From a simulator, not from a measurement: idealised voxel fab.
Title: Process Module voxel fin reveal
In the cross-section labelled cut, the width is 275 nm and each square cell is 5 nm.
Throughout this document, each cross-section is represented as a grid of square cells and is presented as a sequence of bands enumerated from the top downward, where a band comprises one or more rows of cells.
Within each band entry, the heights of the top and of the bottom of the band appear first, in that order and in nm; the materials of the band then follow from left to right, each with its corresponding width in nm. The designation "throughout" on a single material indicates that it fills the band from edge to edge; the designation "empty" indicates empty space.
The level at which height equals 0 is the one under which the wafer, as it arrives, is entirely one material. No lower edge exists for the bottom band, which continues downward and is notated as in "0 -> down".
The width entry "30->40" should be interpreted row by row: the top row of cells in the band takes the first number, the bottom row takes the second number, and the change between adjacent rows is uniform throughout.
"nothing was modified" -> step changed no cross-section cell.
Closed empty spaces (no open way to the top) of 8 cells or more are what "Sealed voids" lists, each as width x height at distance from the left edge, nm for all three.
Where a step's line continues beyond its settings, the continuation is a remark by the simulator itself on that step.
"overlay nm" answers the question of how far to the right of plan the mask lay on a step that has a mask, and when it is negative the answer is to the left.

plan
- 1: RECEIVE | material Si
- 2: CONFORMAL_DEP | material SiN | thk nm 10
- 3: PATTERN | tone cover | mask id FINS | material resist | width nm 15 | pitch nm 35 | thk nm 20 | overlay nm 0
- 4: DIRECTIONAL_ETCH | etch materials SiN | depth nm 10
- 5: DIRECTIONAL_ETCH | etch materials Si | depth nm 40
- 6: STRIP | etch materials resist
- 7: OXIDIZE | depth nm 5
- 8: FILL_DEP | material SiO2 | thk nm 15
- 9: CMP | height nm 10
- 10: SELECTIVE_ETCH | etch materials SiO2 | depth nm 25
- 11: STRIP | etch materials SiN
- 12: CONFORMAL_DEP | material HfO2 | thk nm 5

First wafer out of two, processed as planned

Incoming wafer in cross-section (state: after step 1)
	0 -> down | Si throughout
	Sealed voids: none

You're looking at a cross-section of the wafer after step 2
	10 -> 0 | SiN throughout
	Anything lower than 0 is untouched.

You're looking at a cross-section of the wafer after step 3
	30 -> 10 | empty: 110 / resist: 15 / empty: 20 / resist: 15 / empty: 115
	Anything lower than 10 is untouched.

You're looking at a cross-section of the wafer after step 4
	30 -> 10 | empty: 110 / resist: 15 / empty: 20 / resist: 15 / empty: 115
	10 -> 0 | empty: 110 / SiN: 15 / empty: 20 / SiN: 15 / empty: 115
	Anything lower than 0 is untouched.

You're looking at a cross-section of the wafer after step 5
	30 -> 10 | empty: 110 / resist: 15 / empty: 20 / resist: 15 / empty: 115
	10 -> 0 | empty: 110 / SiN: 15 / empty: 20 / SiN: 15 / empty: 115
	0 -> -40 | empty: 110 / Si: 15 / empty: 20 / Si: 15 / empty: 115
	Anything lower than -40 is untouched.

You're looking at a cross-section of the wafer after step 6
	10 -> 0 | empty: 110 / SiN: 15 / empty: 20 / SiN: 15 / empty: 115
	Anything lower than 0 is untouched.

You're looking at a cross-section of the wafer after step 7
	10 -> 0 | empty: 110 / SiN: 15 / empty: 20 / SiN: 15 / empty: 115
	0 -> -40 | empty: 110 / SiO2: 5 / Si: 5 / SiO2: 5 / empty: 20 / SiO2: 5 / Si: 5 / SiO2: 5 / empty: 115
	-40 -> -45 | SiO2: 115 / Si: 5 / SiO2: 30 / Si: 5 / SiO2: 120
	Anything lower than -45 is untouched.

You're looking at a cross-section of the wafer after step 8
	25 -> 10 | SiO2 throughout
	10 -> 0 | SiO2: 110 / SiN: 15 / SiO2: 20 / SiN: 15 / SiO2: 115
	0 -> -45 | SiO2: 115 / Si: 5 / SiO2: 30 / Si: 5 / SiO2: 120
	Anything lower than -45 is untouched.

You're looking at a cross-section of the wafer after step 9
	10 -> 0 | SiO2: 110 / SiN: 15 / SiO2: 20 / SiN: 15 / SiO2: 115
	Anything lower than 0 is untouched.

You're looking at a cross-section of the wafer after step 10
	10 -> 0 | empty: 110 / SiN: 15 / empty: 20 / SiN: 15 / empty: 115
	0 -> -15 | empty: 115 / Si: 5 / empty: 30 / Si: 5 / empty: 120
	Anything lower than -15 is untouched.

You're looking at a cross-section of the wafer after step 11
	0 -> -15 | empty: 115 / Si: 5 / empty: 30 / Si: 5 / empty: 120
	Anything lower than -15 is untouched.

You're looking at a cross-section of the wafer after step 12
	5 -> 0 | empty: 110 / HfO2: 15 / empty: 20 / HfO2: 15 / empty: 115
	0 -> -10 | empty: 110 / HfO2: 5 / Si: 5 / HfO2: 5 / empty: 20 / HfO2: 5 / Si: 5 / HfO2: 5 / empty: 115
	-10 -> -15 | HfO2: 115 / Si: 5 / HfO2: 30 / Si: 5 / HfO2: 120
	Anything lower than -15 is untouched.

The remaining wafer, second of the two, started like the first and was run to the same plan, except that one mistake was made along the way; the two coincide through step 2, inclusive

Cross-section of the second wafer when, according to plan, step 3 should have finished
	30 -> 10 | empty: 100 / resist: 15 / empty: 20 / resist: 15 / empty: 125
	Anything lower than 10 is untouched.

Cross-section of the second wafer when, according to plan, step 4 should have finished
	30 -> 10 | empty: 100 / resist: 15 / empty: 20 / resist: 15 / empty: 125
	10 -> 0 | empty: 100 / SiN: 15 / empty: 20 / SiN: 15 / empty: 125
	Anything lower than 0 is untouched.

Cross-section of the second wafer when, according to plan, step 5 should have finished
	30 -> 10 | empty: 100 / resist: 15 / empty: 20 / resist: 15 / empty: 125
	10 -> 0 | empty: 100 / SiN: 15 / empty: 20 / SiN: 15 / empty: 125
	0 -> -40 | empty: 100 / Si: 15 / empty: 20 / Si: 15 / empty: 125
	Anything lower than -40 is untouched.

Cross-section of the second wafer when, according to plan, step 6 should have finished
	10 -> 0 | empty: 100 / SiN: 15 / empty: 20 / SiN: 15 / empty: 125
	Anything lower than 0 is untouched.

Cross-section of the second wafer when, according to plan, step 7 should have finished
	10 -> 0 | empty: 100 / SiN: 15 / empty: 20 / SiN: 15 / empty: 125
	0 -> -40 | empty: 100 / SiO2: 5 / Si: 5 / SiO2: 5 / empty: 20 / SiO2: 5 / Si: 5 / SiO2: 5 / empty: 125
	-40 -> -45 | SiO2: 105 / Si: 5 / SiO2: 30 / Si: 5 / SiO2: 130
	Anything lower than -45 is untouched.

Cross-section of the second wafer when, according to plan, step 8 should have finished
	25 -> 10 | SiO2 throughout
	10 -> 0 | SiO2: 100 / SiN: 15 / SiO2: 20 / SiN: 15 / SiO2: 125
	0 -> -45 | SiO2: 105 / Si: 5 / SiO2: 30 / Si: 5 / SiO2: 130
	Anything lower than -45 is untouched.

Cross-section of the second wafer when, according to plan, step 9 should have finished
	10 -> 0 | SiO2: 100 / SiN: 15 / SiO2: 20 / SiN: 15 / SiO2: 125
	Anything lower than 0 is untouched.

Cross-section of the second wafer when, according to plan, step 10 should have finished
	10 -> 0 | empty: 100 / SiN: 15 / empty: 20 / SiN: 15 / empty: 125
	0 -> -15 | empty: 105 / Si: 5 / empty: 30 / Si: 5 / empty: 130
	Anything lower than -15 is untouched.

Cross-section of the second wafer when, according to plan, step 11 should have finished
	0 -> -15 | empty: 105 / Si: 5 / empty: 30 / Si: 5 / empty: 130
	Anything lower than -15 is untouched.

Cross-section of the second wafer when, according to plan, step 12 should have finished
	5 -> 0 | empty: 100 / HfO2: 15 / empty: 20 / HfO2: 15 / empty: 125
	0 -> -10 | empty: 100 / HfO2: 5 / Si: 5 / HfO2: 5 / empty: 20 / HfO2: 5 / Si: 5 / HfO2: 5 / empty: 125
	-10 -> -15 | HfO2: 105 / Si: 5 / HfO2: 30 / Si: 5 / HfO2: 130
	Anything lower than -15 is untouched.
Diagnosis: for step 3, the planned setting was not used; the step was instead run as PATTERN | tone cover | mask id FINS | material resist | width nm 15 | pitch nm 35 | thk nm 20 | overlay nm -10
End check, second vs first wafer: material counts in cells match, positions do not.
